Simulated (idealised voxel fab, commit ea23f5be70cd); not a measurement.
Title: Process Module voxel ribs on slabs
Section shown: cut. Width: 150 nm. Cell size: 5 nm, square.
A cross-section is a grid of square cells, given in bands from the top down. A band is one or more rows of cells.
The band entry comprises the height of the band's top followed by the height of its bottom, expressed in nm, and subsequently the band's materials from left to right, each stated together with its width in nm. Where a single material is marked with the word "throughout", that material fills the band from edge to edge. The word "air" represents empty space.
Counting heights begins at 0, where everything beneath is, in the wafer as received, one material. The lowest band has no bottom; it goes on downwards, as "0 and below" shows.
A two-number width, for instance "30->40", indicates that the width is equal to the first number in the top row of the band and to the second number in the bottom row, and that it changes by a constant amount per row of cells.
Basically "no alteration" means that step didn't change any cell in the cross-section.
This entry, "Enclosed cavity list", enumerates those empty regions of no fewer than 8 cells that possess no open connection to the top. Each region is reported in the form width x height at distance, the distance being taken from the left edge, with all three quantities expressed in nm.
after a step's settings: what the simulator itself notes on the step
overlay nm, on a step with a mask: how far to the right of its planned place the mask lay; to the left if negative
## Here's what the planned process steps look like
- 1: RECEIVE (material Si)
- 2: DIRECTIONAL_DEP (material SiO2; thk nm 20)
- 3: DIRECTIONAL_DEP (material polySi; thk nm 15)
- 4: PATTERN (tone cover; mask id RIB; material resist; width nm 25; thk nm 20; overlay nm 0)
- 5: DIRECTIONAL_ETCH (etch materials polySi; depth nm 10)
- 6: STRIP (etch materials resist)
- 7: PATTERN (tone cover; mask id SLAB; material resist; width nm 85; thk nm 20; overlay nm 0)
- 8: DIRECTIONAL_ETCH (etch materials polySi; depth nm 5)
- 9: STRIP (etch materials resist)
- 10: FILL_DEP (material SiO2; thk nm 20)
- 11: CMP (height nm 45)
- 12: DIRECTIONAL_DEP (material W; thk nm 10)
- 13: MASKED_ETCH (tone cover; mask id HEATER; width nm 35; etch materials W; depth nm 10; overlay nm 0)
- 14: CONFORMAL_DEP (material SiN; thk nm 10)
## The first of the two wafers, which ran as planned
## So this is the incoming wafer in cross-section - it's already been through step 1
* 0 and below: Si throughout
* Enclosed cavity list: none
## After step 2, in cross-section
* 20 down to 0: SiO2 throughout
* Under 0: no change, same as before.
## After step 3, in cross-section
* 35 down to 20: polySi throughout
* Under 20: no change, same as before.
## After step 4, in cross-section
* 55 down to 35: air: 60 | resist: 25 | air: 65
* Under 35: no change, same as before.
## After step 5, in cross-section
* 55 down to 35: air: 60 | resist: 25 | air: 65
* 35 down to 25: air: 60 | polySi: 25 | air: 65
* Under 25: no change, same as before.
## After step 6, in cross-section
* 35 down to 25: air: 60 | polySi: 25 | air: 65
* Under 25: no change, same as before.
## After step 7, in cross-section
* 55 down to 35: air: 30 | resist: 85 | air: 35
* 35 down to 25: air: 30 | resist: 30 | polySi: 25 | resist: 30 | air: 35
* Under 25: no change, same as before.
## After step 8, in cross-section
* 55 down to 35: air: 30 | resist: 85 | air: 35
* 35 down to 25: air: 30 | resist: 30 | polySi: 25 | resist: 30 | air: 35
* 25 down to 20: air: 30 | polySi: 85 | air: 35
* Under 20: no change, same as before.
## After step 9, in cross-section
* 35 down to 25: air: 60 | polySi: 25 | air: 65
* Under 25: no change, same as before.
## After step 10, in cross-section
* 55 down to 35: SiO2 throughout
* 35 down to 25: SiO2: 60 | polySi: 25 | SiO2: 65
* 25 down to 20: SiO2: 30 | polySi: 85 | SiO2: 35
* Under 20: no change, same as before.
## After step 11, in cross-section
* 45 down to 35: SiO2 throughout
* Under 35: no change, same as before.
## After step 12, in cross-section
* 55 down to 45: W throughout
* Under 45: no change, same as before.
## After step 13, in cross-section
* 55 down to 45: air: 55 | W: 35 | air: 60
* Under 45: no change, same as before.
## After step 14, in cross-section
* 65 down to 55: air: 45 | SiN: 55 | air: 50
* 55 down to 45: SiN: 55 | W: 35 | SiN: 60
* Under 45: no change, same as before.
## Second of two: same start, same plan, one run error; steps up to and including 12 match the first
## Cross-sectional view of the second wafer at the intended end time of process step 13
* 55 down to 45: W: 55 | air: 35 | W: 60
* Under 45: no change, same as before.
## Cross-sectional view of the second wafer at the intended end time of process step 14
* 65 down to 55: SiN: 65 | air: 15 | SiN: 70
* 55 down to 45: W: 55 | SiN: 35 | W: 60
* Under 45: no change, same as before.
Against the plan, the run slipped here: step 13 went in with a setting other than planned; the actual run was MASKED_ETCH (tone open; mask id HEATER; width nm 35; etch materials W; depth nm 10; overlay nm 0)
Once processing is complete, comparing cell counts shows that the second wafer has more or fewer of certain materials than the first: W: 32 more
